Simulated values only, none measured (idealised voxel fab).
process module | voxel wiring stack
The cross-section shown here is cut; it is 170 nm wide and divided into square cells measuring 5 nm on a side.
This document writes a cross-section as a grid whose cells are square, and gives it as bands, listed from the top down; one or more rows of cells form a band. Read a band's entry like this: the first values are the height of its top and the height of its bottom in nm, and what follows is the sequence of materials from left to right, each with its width in nm. Note that "empty" is empty space, and that a single material marked "edge to edge" reaches across the band from edge to edge. It should be noted that heights are counted from 0, beneath which the wafer as supplied is of one material throughout, and that the lowest band possesses no lower boundary but continues downward, as written in "0..down". The two numbers in a width such as "30..40" mark its ends across the band: the first belongs to the top row of cells, the second to the bottom row, and from each row to the next the width moves by the same amount. Given "nothing changed" for a step, no cell of the cross-section differs between before and after that step. "Trapped voids" specifies each empty space that is not open to the top and that occupies no fewer than 8 cells, using the form width x height at distance, the distance measured from the left edge and all three quantities in nm. Anything after a step's settings on that line? It's the simulator's own note about the step. The setting "overlay nm" may be written on the line of a step. When the step uses a mask, the value reports how far to the right of the planned place the mask lay, and a negative value reports that it lay to the left.

### Steps planned for the process
- 1: RECEIVE: material Si
- 2: CONFORMAL_DEP: material SiO2, thk nm 10
- 3: DIRECTIONAL_DEP: material TiN, thk nm 5
- 4: DIRECTIONAL_DEP: material Ru, thk nm 25
- 5: DIRECTIONAL_DEP: material aC, thk nm 10
- 6: PATTERN: tone cover, mask id METAL_1, material resist, width nm 20, pitch nm 35, thk nm 30, overlay nm 0
- 7: DIRECTIONAL_ETCH: etch materials aC, depth nm 10
- 8: STRIP: etch materials resist
- 9: DIRECTIONAL_ETCH: etch materials Ru, depth nm 25
- 10: DIRECTIONAL_ETCH: etch materials TiN, depth nm 5
- 11: STRIP: etch materials aC
- 12: CONFORMAL_DEP: material SiN, thk nm 5
- 13: FILL_DEP: material lowk, thk nm 10
- 14: CMP: height nm 40
- 15: CONFORMAL_DEP: material SiCN, thk nm 5
- 16: DIRECTIONAL_DEP: material lowk, thk nm 25
- 17: DIRECTIONAL_DEP: material aC, thk nm 15
- 18: PATTERN: tone open, mask id METAL_2, material resist, width nm 20, pitch nm 35, thk nm 30, overlay nm 0
- 19: DIRECTIONAL_ETCH: etch materials aC, depth nm 15
- 20: STRIP: etch materials resist
- 21: DIRECTIONAL_ETCH: etch materials lowk, depth nm 15
- 22: STRIP: etch materials aC
- 23: DIRECTIONAL_DEP: material aC, thk nm 10
- 24: PATTERN: tone open, mask id METAL_2_HOLES, material resist, width nm 15, pitch nm 35, thk nm 25, overlay nm 0
- 25: DIRECTIONAL_ETCH: etch materials aC, depth nm 10
- 26: STRIP: etch materials resist
- 27: DIRECTIONAL_ETCH: etch materials lowk, depth nm 10
- 28: DIRECTIONAL_ETCH: etch materials SiCN, depth nm 5
- 29: STRIP: etch materials aC
- 30: CONFORMAL_DEP: material TiN, thk nm 5
- 31: FILL_DEP: material Ru, thk nm 5
- 32: CMP: height nm 70
- 33: CONFORMAL_DEP: material SiCN, thk nm 5

### As-received state of the wafer in cross-section, equivalent to post-step 1
    0..down | Si edge to edge
    Trapped voids: none

### The following cross-section depicts the wafer upon conclusion of the module. Processing commenced from the starting condition illustrated above and adhered to the plan illustrated above, save for one mistake in execution
    75..70 | SiCN edge to edge
    70..60 | 40 lowk  5 TiN  10 Ru  5 TiN  15 lowk  5 TiN  10 Ru  5 TiN  15 lowk  5 TiN  10 Ru  5 TiN  40 lowk
    60..55 | 40 lowk  5 TiN  5 Ru  10 TiN  15 lowk  5 TiN  5 Ru  10 TiN  15 lowk  5 TiN  5 Ru  10 TiN  40 lowk
    55..45 | 40 lowk  5 TiN  5 Ru  5 TiN  20 lowk  5 TiN  5 Ru  5 TiN  20 lowk  5 TiN  5 Ru  5 TiN  45 lowk
    45..40 | 40 SiCN  15 TiN  20 SiCN  15 TiN  20 SiCN  15 TiN  45 SiCN
    40..35 | lowk edge to edge
    35..30 | 35 lowk  30 SiN  5 lowk  30 SiN  5 lowk  30 SiN  35 lowk
    30..5 | 35 lowk  5 SiN  20 Ru  5 SiN  5 lowk  5 SiN  20 Ru  5 SiN  5 lowk  5 SiN  20 Ru  5 SiN  35 lowk
    5..0 | 40 SiN  20 TiN  15 SiN  20 TiN  15 SiN  20 TiN  40 SiN
    0..down | Si edge to edge
    Trapped voids: none
The plan and the run diverged here: the run left out plan step 2 entirely, so it was never executed
